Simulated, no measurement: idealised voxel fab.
Documented hereafter: the process module known as voxel released beams.
It is cross-section cut that appears here, measuring 185 nm in width, its square cells being 5 nm in size.
When this document writes out a cross-section, it uses a grid of square cells and lists it as bands, beginning at the top and moving down, with a band standing for one or more rows of cells.
Per band: top height and bottom height in nm, followed by the left-to-right materials and their widths in nm; "throughout" marks a single material spanning edge to edge, "empty" marks empty space.
We count height from 0. Below that, the starting wafer is all one material. The lowest band never ends at the bottom but goes on down; see "0 nm and below" for how that is written.
The expression "30 to 40" gives the width at the extremes of the band, the first number at its top row of cells and the second at its bottom row, with the width changing by equal amounts from each row to the next in between.
Where the words "nothing different" appear for a step, the cross-section shows no cell changed by that step; every cell remained as before.
So "Closed void list" is basically the list of trapped voids: any empty space of 8 cells or more that can't reach the top through an opening. They're written width x height at distance, the distance being from the left edge, and it's all nm.
On each step's line, the part that comes after the settings is the simulator's own comment on the step.
"overlay nm" answers the question of how far to the right of plan the mask lay on a step that has a mask, and when it is negative the answer is to the left.

[These are the steps we planned for the process]
1) RECEIVE | material Si
2) CONFORMAL_DEP | material SiN | thk nm 10
3) DIRECTIONAL_DEP | material SiO2 | thk nm 10
4) PATTERN | tone open | mask id ANCHOR | material resist | width nm 25 | thk nm 15 | overlay nm 0
5) DIRECTIONAL_ETCH | etch materials SiO2 | depth nm 10
6) STRIP | etch materials resist
7) CONFORMAL_DEP | material TiN | thk nm 10
8) MASKED_ETCH | tone cover | mask id BEAM | width nm 95 | etch materials TiN | depth nm 10 | overlay nm -15
9) STRIP | etch materials SiO2
The plan's step 8 overlay nm is the first wafer's value; the wafers differ in this setting and start identical.

[Cross-section of the first incoming wafer of several, state after step 1]
> 0 nm and below | Si throughout
> Closed void list: none

[End-of-module cross-section, first of several wafers, after last step 9]
> 30 nm to 20 nm | empty 25 nm  TiN 30 nm  empty 5 nm  TiN 60 nm  empty 65 nm
> 20 nm to 10 nm | empty 45 nm  TiN 25 nm  empty 115 nm
> 10 nm to 0 nm | SiN throughout
> 0 nm and below | Si throughout
> Closed void list: none

[Cross-sectional depiction of the last of several wafers upon completion of the module]
> 30 nm to 20 nm | empty 60 nm  TiN 90 nm  empty 35 nm
> 20 nm to 10 nm | empty 45 nm  TiN 25 nm  empty 115 nm
> 10 nm to 0 nm | SiN throughout
> 0 nm and below | Si throughout
> Closed void list: none

[Per-wafer rows below. For each material: cells gained (+) or lost (-) since the wafer was received, as of end of module. Then: closed voids]
overlay nm -15, +74 SiN, +46 TiN, Closed void list: none
overlay nm -10, +74 SiN, +46 TiN, Closed void list: none
overlay nm -5, +74 SiN, +46 TiN, Closed void list: none
overlay nm 0, +74 SiN, +46 TiN, Closed void list: none
overlay nm 5, +74 SiN, +46 TiN, Closed void list: none
overlay nm 10, +74 SiN, +46 TiN, Closed void list: none
overlay nm 15, +74 SiN, +46 TiN, Closed void list: none
